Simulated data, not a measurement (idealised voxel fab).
process module | voxel plated lines
cross-section cut | 195 nm wide | cells 5 nm
A cross-section is a grid of square cells, given in bands from the top down. A band is one or more rows of cells.
Each band's line starts with the height of the band's top and of its bottom, in nm. Then come its materials from left to right, each with its width in nm. One material with "throughout" fills the band from edge to edge. "air" is empty space.
Height 0 is the level under which the wafer as received is all one material. The lowest band goes on downwards, as in "0 down".
A width such as "30 to 40" changes by the same amount from each row of cells to the next, from the band's top row to its bottom row.
"no change" after a step means that no cell of the cross-section changed.
closed voids: empty space of 8 cells or more with no open way to the top, each as width x height at its distance from the left edge, in nm
after a step's settings: what the simulator itself notes on the step
overlay nm, on a step with a mask: how far to the right of its planned place the mask lay; to the left if negative
plan
1 op RECEIVE | material Si
2 op CONFORMAL_DEP | material SiN | thk nm 10
3 op DIRECTIONAL_DEP | material TiN | thk nm 5
4 op PATTERN | tone open | mask id LINES | material resist | width nm 20 | pitch nm 40 | thk nm 15 | overlay nm 0
5 op EPI | material Ru | thk nm 5
6 op STRIP | etch materials resist
7 op DIRECTIONAL_ETCH | etch materials TiN | depth nm 5
8 op CONFORMAL_DEP | material SiCN | thk nm 10
as received, after step 1
  0 down: Si throughout
  closed voids: none
first wafer at the end, as planned
  30 to 20: air 35 | SiCN 120 | air 40
  20 to 15: SiCN 45 | Ru 20 | SiCN 20 | Ru 20 | SiCN 20 | Ru 20 | SiCN 50
  15 to 10: SiCN 45 | TiN 20 | SiCN 20 | TiN 20 | SiCN 20 | TiN 20 | SiCN 50
  10 to 0: SiN throughout
  0 down: Si throughout
  closed voids: none
second wafer at the end: like start, like plan, one mistake
  30 to 20: air 45 | SiCN 120 | air 30
  20 to 15: SiCN 55 | Ru 20 | SiCN 20 | Ru 20 | SiCN 20 | Ru 20 | SiCN 40
  15 to 10: SiCN 55 | TiN 20 | SiCN 20 | TiN 20 | SiCN 20 | TiN 20 | SiCN 40
  10 to 0: SiN throughout
  0 down: Si throughout
  closed voids: none
what went wrong: step 4 ran as: op PATTERN | tone open | mask id LINES | material resist | width nm 20 | pitch nm 40 | thk nm 15 | overlay nm 10
at the end the second wafer has, in cells: as many of each material as the first, in other places
